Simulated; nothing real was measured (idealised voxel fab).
process module | voxel self aligned vias
cross-section cut | 285 nm wide | cells 5 nm
A cross-section is a grid of square cells, given in bands from the top down. A band is one or more rows of cells.
Each band's line starts with the height of the band's top and of its bottom, in nm. Then come its materials from left to right, each with its width in nm. One material with "throughout" fills the band from edge to edge. "air" is empty space.
Height 0 is the level under which the wafer as received is all one material. The lowest band goes on downwards, as in "0 down".
A width such as "30 to 40" changes by the same amount from each row of cells to the next, from the band's top row to its bottom row.
"no change" after a step means that no cell of the cross-section changed.
closed voids: empty space of 8 cells or more with no open way to the top, each as width x height at its distance from the left edge, in nm
after a step's settings: what the simulator itself notes on the step
overlay nm, on a step with a mask: how far to the right of its planned place the mask lay; to the left if negative
plan
1 op RECEIVE | material Si
2 op CONFORMAL_DEP | material SiO2 | thk nm 15
3 op CONFORMAL_DEP | material SiCN | thk nm 5
4 op DIRECTIONAL_DEP | material SiO2 | thk nm 20
5 op DIRECTIONAL_DEP | material aC | thk nm 15
6 op PATTERN | tone open | mask id LINES | material resist | width nm 20 | pitch nm 55 | thk nm 30 | overlay nm 0
7 op DIRECTIONAL_ETCH | etch materials aC | depth nm 15
8 op STRIP | etch materials resist
9 op DIRECTIONAL_ETCH | etch materials SiO2 | depth nm 20
10 op STRIP | etch materials aC
11 op CONFORMAL_DEP | material TiN | thk nm 5
12 op FILL_DEP | material Ru | thk nm 5
13 op CMP | height nm 40
14 op SELECTIVE_ETCH | etch materials W Ru TiN | depth nm 10
15 op FILL_DEP | material SiN | thk nm 10
16 op CMP | height nm 40
17 op DIRECTIONAL_DEP | material SiO2 | thk nm 20
18 op PATTERN | tone open | mask id VIAS | material resist | width nm 30 | thk nm 15 | overlay nm 0
19 op DIRECTIONAL_ETCH | etch materials SiO2 | depth nm 20
20 op DIRECTIONAL_ETCH | etch materials SiN | depth nm 10
21 op STRIP | etch materials resist
22 op CONFORMAL_DEP | material TiN | thk nm 5
23 op FILL_DEP | material Cu | thk nm 5
24 op CMP | height nm 60
25 op CONFORMAL_DEP | material SiCN | thk nm 5
first wafer, as planned
as received, after step 1
  0 down: Si throughout
  closed voids: none
after step 2
  15 to 0: SiO2 throughout
  below 0: unchanged
after step 3
  20 to 15: SiCN throughout
  below 15: unchanged
after step 4
  40 to 20: SiO2 throughout
  below 20: unchanged
after step 5
  55 to 40: aC throughout
  below 40: unchanged
after step 6
  85 to 55: resist 105 | air 20 | resist 35 | air 20 | resist 105
  below 55: unchanged
after step 7
  70 to 55: resist 105 | air 20 | resist 35 | air 20 | resist 105
  55 to 40: aC 105 | air 20 | aC 35 | air 20 | aC 105
  below 40: unchanged
after step 8
  55 to 40: aC 105 | air 20 | aC 35 | air 20 | aC 105
  below 40: unchanged
after step 9
  55 to 40: aC 105 | air 20 | aC 35 | air 20 | aC 105
  40 to 20: SiO2 105 | air 20 | SiO2 35 | air 20 | SiO2 105
  below 20: unchanged
after step 10
  40 to 20: SiO2 105 | air 20 | SiO2 35 | air 20 | SiO2 105
  below 20: unchanged
after step 11
  45 to 40: TiN 110 | air 10 | TiN 45 | air 10 | TiN 110
  40 to 25: SiO2 105 | TiN 5 | air 10 | TiN 5 | SiO2 35 | TiN 5 | air 10 | TiN 5 | SiO2 105
  25 to 20: SiO2 105 | TiN 20 | SiO2 35 | TiN 20 | SiO2 105
  below 20: unchanged
after step 12
  50 to 45: Ru throughout
  45 to 40: TiN 110 | Ru 10 | TiN 45 | Ru 10 | TiN 110
  40 to 25: SiO2 105 | TiN 5 | Ru 10 | TiN 5 | SiO2 35 | TiN 5 | Ru 10 | TiN 5 | SiO2 105
  below 25: unchanged
after step 13
  40 to 25: SiO2 105 | TiN 5 | Ru 10 | TiN 5 | SiO2 35 | TiN 5 | Ru 10 | TiN 5 | SiO2 105
  below 25: unchanged
after step 14
  40 to 30: SiO2 105 | air 20 | SiO2 35 | air 20 | SiO2 105
  below 30: unchanged
after step 15
  50 to 40: SiN throughout
  40 to 30: SiO2 105 | SiN 20 | SiO2 35 | SiN 20 | SiO2 105
  below 30: unchanged
after step 16
  40 to 30: SiO2 105 | SiN 20 | SiO2 35 | SiN 20 | SiO2 105
  below 30: unchanged
after step 17
  60 to 40: SiO2 throughout
  below 40: unchanged
after step 18
  75 to 60: resist 100 | air 30 | resist 155
  below 60: unchanged
after step 19
  75 to 60: resist 100 | air 30 | resist 155
  60 to 40: SiO2 100 | air 30 | SiO2 155
  below 40: unchanged
after step 20
  75 to 60: resist 100 | air 30 | resist 155
  60 to 40: SiO2 100 | air 30 | SiO2 155
  40 to 30: SiO2 105 | air 20 | SiO2 35 | SiN 20 | SiO2 105
  below 30: unchanged
after step 21
  60 to 40: SiO2 100 | air 30 | SiO2 155
  below 40: unchanged
after step 22
  65 to 60: TiN 105 | air 20 | TiN 160
  60 to 45: SiO2 100 | TiN 5 | air 20 | TiN 5 | SiO2 155
  45 to 40: SiO2 100 | TiN 10 | air 10 | TiN 10 | SiO2 155
  40 to 35: SiO2 105 | TiN 5 | air 10 | TiN 5 | SiO2 35 | SiN 20 | SiO2 105
  35 to 30: SiO2 105 | TiN 20 | SiO2 35 | SiN 20 | SiO2 105
  below 30: unchanged
after step 23
  70 to 65: Cu throughout
  65 to 60: TiN 105 | Cu 20 | TiN 160
  60 to 45: SiO2 100 | TiN 5 | Cu 20 | TiN 5 | SiO2 155
  45 to 40: SiO2 100 | TiN 10 | Cu 10 | TiN 10 | SiO2 155
  40 to 35: SiO2 105 | TiN 5 | Cu 10 | TiN 5 | SiO2 35 | SiN 20 | SiO2 105
  below 35: unchanged
after step 24
  60 to 45: SiO2 100 | TiN 5 | Cu 20 | TiN 5 | SiO2 155
  below 45: unchanged
after step 25
  65 to 60: SiCN throughout
  below 60: unchanged
second wafer: like start, like plan, one mistake. Through step 17 it matches the first wafer
when step 18 should have ended
  75 to 60: resist 105 | air 30 | resist 150
  below 60: unchanged
when step 19 should have ended
  75 to 60: resist 105 | air 30 | resist 150
  60 to 40: SiO2 105 | air 30 | SiO2 150
  below 40: unchanged
when step 20 should have ended
  75 to 60: resist 105 | air 30 | resist 150
  60 to 40: SiO2 105 | air 30 | SiO2 150
  40 to 30: SiO2 105 | air 20 | SiO2 35 | SiN 20 | SiO2 105
  below 30: unchanged
when step 21 should have ended
  60 to 40: SiO2 105 | air 30 | SiO2 150
  below 40: unchanged
when step 22 should have ended
  65 to 60: TiN 110 | air 20 | TiN 155
  60 to 45: SiO2 105 | TiN 5 | air 20 | TiN 5 | SiO2 150
  45 to 40: SiO2 105 | TiN 5 | air 10 | TiN 15 | SiO2 150
  40 to 35: SiO2 105 | TiN 5 | air 10 | TiN 5 | SiO2 35 | SiN 20 | SiO2 105
  35 to 30: SiO2 105 | TiN 20 | SiO2 35 | SiN 20 | SiO2 105
  below 30: unchanged
when step 23 should have ended
  70 to 65: Cu throughout
  65 to 60: TiN 110 | Cu 20 | TiN 155
  60 to 45: SiO2 105 | TiN 5 | Cu 20 | TiN 5 | SiO2 150
  45 to 40: SiO2 105 | TiN 5 | Cu 10 | TiN 15 | SiO2 150
  40 to 35: SiO2 105 | TiN 5 | Cu 10 | TiN 5 | SiO2 35 | SiN 20 | SiO2 105
  below 35: unchanged
when step 24 should have ended
  60 to 45: SiO2 105 | TiN 5 | Cu 20 | TiN 5 | SiO2 150
  below 45: unchanged
when step 25 should have ended
  65 to 60: SiCN throughout
  below 60: unchanged
what went wrong: step 18 ran as: op PATTERN | tone open | mask id VIAS | material resist | width nm 30 | thk nm 15 | overlay nm 5
at the end the second wafer has, in cells: as many of each material as the first, in other places
